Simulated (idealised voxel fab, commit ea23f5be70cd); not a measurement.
Name of the process module below: voxel released beams
The figure presents cross-section cut, which has a width of 255 nm and is divided into square cells with an edge length of 5 nm.
Just so we're on the same page, the cross-sections are grids of square cells, and they're listed out in bands top to bottom, each band one or more rows deep. Per band: top height and bottom height in nm, followed by the left-to-right materials and their widths in nm; "edge to edge" marks a single material spanning edge to edge, "empty" marks empty space. Below 0: as-received wafer, all one material; heights counted from there. Lowest band: no bottom, goes on down, written "0 down". Width: "30->40" (first number = top row, second number = bottom row, same change from row to row of cells). No cell of the cross-section changed in a step that is given as "nothing altered". "Sealed void inventory" contains a list of empty spaces, each no smaller than 8 cells and without an open way to the top, written in the form width x height at distance with the distance from the left edge and all three in nm. Heads up: the bit after the settings on a step's line is the simulator's remark on that step. overlay nm: right-of-plan distance of the mask on a masked step; negative values mean left-of-plan.
Below is the list of planned process steps
1 RECEIVE with material Si
2 CONFORMAL_DEP with material SiN, thk nm 10
3 DIRECTIONAL_DEP with material SiO2, thk nm 15
4 DIRECTIONAL_DEP with material aC, thk nm 15
5 PATTERN with tone open, mask id ANCHOR, material resist, width nm 45, thk nm 30, overlay nm 0
6 DIRECTIONAL_ETCH with etch materials aC, depth nm 15
7 STRIP with etch materials resist
8 DIRECTIONAL_ETCH with etch materials SiO2, depth nm 15
9 STRIP with etch materials aC
10 CONFORMAL_DEP with material TiN, thk nm 15
11 MASKED_ETCH with tone cover, mask id BEAM, width nm 95, etch materials TiN, depth nm 15, overlay nm -15
12 STRIP with etch materials SiO2
For clarity, it should be stated that the wafers under discussion commence in an identical condition and differ with respect to the overlay nm of step 11, the plan indicating the value that the first wafer had.
Cut through the first of several wafers as received, post step 1
  0 down | Si edge to edge
  Sealed void inventory: none
So in this table every wafer gets its own row, and what you see is where it stands at the end of the module: for each material, how many cells it picked up (+) or gave up (-) since we received it, and after that its closed voids
overlay nm -15, +102 SiN, +75 TiN, Sealed void inventory: none
overlay nm -10, +102 SiN, +75 TiN, Sealed void inventory: none
overlay nm -5, +102 SiN, +75 TiN, Sealed void inventory: none
overlay nm 0, +102 SiN, +75 TiN, Sealed void inventory: none
overlay nm 5, +102 SiN, +75 TiN, Sealed void inventory: none
overlay nm 10, +102 SiN, +75 TiN, Sealed void inventory: none
overlay nm 15, +102 SiN, +75 TiN, Sealed void inventory: none
